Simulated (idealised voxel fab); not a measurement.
Documented hereafter: the process module known as voxel gate over fins.
We display cut, a cross-section 230 nm in width whose square cells are each 5 nm.
For the purposes of this document, a cross-section shall be understood as a grid of square cells, specified as bands listed in top-to-bottom order, each band consisting of one or more rows of cells.
Top, bottom (nm), then materials left to right with widths (nm); lone material tagged "all across" fills the whole band edge to edge; "blank" = empty space.
Ref level 0: as-received wafer is one material below here. Bottom band extends down with no lower bound ("0 and below").
Width spec "30 to 40" -> top row of cells at first value, bottom row at second value, equal per-row change in between.
Step marked "remained unchanged"? Then no cell in the cross-section changed in it.
Closed-off voids of 8+ cells (no open route to the top) go in "Closed cavities", written width x height at distance from the left edge, in nm.
On a step's line, text after the settings is the simulator commenting on that step.
If you see "overlay nm" on a step's line and that step has a mask, it's telling you how far right of where it was planned the mask ended up; a negative number means it went left instead.

Planned process steps
1. op RECEIVE | material Si
2. op CONFORMAL_DEP | material SiN | thk nm 10
3. op PATTERN | tone cover | mask id FINS | material resist | width nm 15 | pitch nm 40 | thk nm 15 | overlay nm 0
4. op DIRECTIONAL_ETCH | etch materials SiN | depth nm 10
5. op DIRECTIONAL_ETCH | etch materials Si | depth nm 35
6. op STRIP | etch materials resist
7. op FILL_DEP | material SiO2 | thk nm 5
8. op CMP | height nm 10
9. op SELECTIVE_ETCH | etch materials SiO2 | depth nm 20
10. op STRIP | etch materials SiN
11. op CONFORMAL_DEP | material HfO2 | thk nm 5
12. op CONFORMAL_DEP | material TiN | thk nm 5
13. op CONFORMAL_DEP | material TiAl | thk nm 5
14. op CONFORMAL_DEP | material TiN | thk nm 5
15. op FILL_DEP | material W | thk nm 15
16. op CMP | height nm 30
17. op CONFORMAL_DEP | material SiCN | thk nm 5
For this document, wafers share an identical start and vary in the step 3 width nm; the plan quotes the first wafer's value.

The as-received cross-section of the first of several wafers corresponds to the state after step 1
- 0 and below | Si all across
- Closed cavities: none

The table below has one row for each wafer; a row shows, as of the end of the module, how many cells of each material the wafer has gained, marked (+), or lost, marked (-), since it was received, and then the wafer's closed voids
width nm 15, +58 HfO2, -259 Si, +46 SiCN, +185 SiO2, +54 TiAl, +108 TiN, +130 W, Closed cavities: none
width nm 20, +58 HfO2, -238 Si, +46 SiCN, +170 SiO2, +50 TiAl, +108 TiN, +128 W, Closed cavities: none
width nm 25, +58 HfO2, -217 Si, +46 SiCN, +155 SiO2, +50 TiAl, +104 TiN, +126 W, Closed cavities: none
